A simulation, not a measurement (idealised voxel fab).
Process module, titled voxel tone inversion
In the cross-section labelled cut, the width is 210 nm and each square cell is 5 nm.
Think of the cross-section as a grid of square cells. We describe it in bands, top to bottom, and each band covers one or more rows of those cells.
Heights first: top, then bottom, in nm. Then materials, left to right, each with a width in nm. "full width" on a single material: fills the band edge to edge. "air": empty space.
Height 0 is the level under which the wafer as received is all one material. The lowest band goes on downwards, as in "0 and below".
A width given as "30 to 40" starts at the first number in the band's top row and ends at the second number in its bottom row, shifting by an equal amount at every step from row to row.
It should be understood that the words "nothing different", when stated for a given step, signify that the cross-section underwent no change in any of its cells during that step.
The list in "Closed internal cavities" covers empty spaces of 8 cells or more that cannot reach the top through any open way, and it gives each as width x height at distance; the distance is from the left edge, and width, height and distance are in nm.
That trailing text on a step's line, after the settings, is the simulator's own remark on the step.
The optional step-line setting "overlay nm" applies to steps with a mask and quantifies how far to the right of its planned location the mask lay, a negative value indicating leftward placement.

-- Intended process steps
1 RECEIVE, material Si
2 CONFORMAL_DEP, material SiN, thk nm 10
3 DIRECTIONAL_DEP, material aC, thk nm 25
4 PATTERN, tone cover, mask id POSTS, material resist, width nm 15, pitch nm 45, thk nm 30, overlay nm 0
5 DIRECTIONAL_ETCH, etch materials aC, depth nm 25
6 STRIP, etch materials resist
7 FILL_DEP, material lowk, thk nm 5
8 CMP, height nm 35
9 STRIP, etch materials aC

-- So this is the incoming wafer in cross-section - it's already been through step 1
	0 and below  Si full width
	Closed internal cavities: none

-- The plan above was carried out on the starting structure above with one mistake, and this cross-section shows the wafer at the end of the module
	35 down to 10  lowk (85), then air (15), then lowk (30), then air (15), then lowk (65)
	10 down to 0  SiN full width
	0 and below  Si full width
	Closed internal cavities: none
what went wrong: heads up, step 4 didn't go per plan, it actually ran as PATTERN, tone cover, mask id POSTS, material resist, width nm 15, pitch nm 45, thk nm 30, overlay nm 10
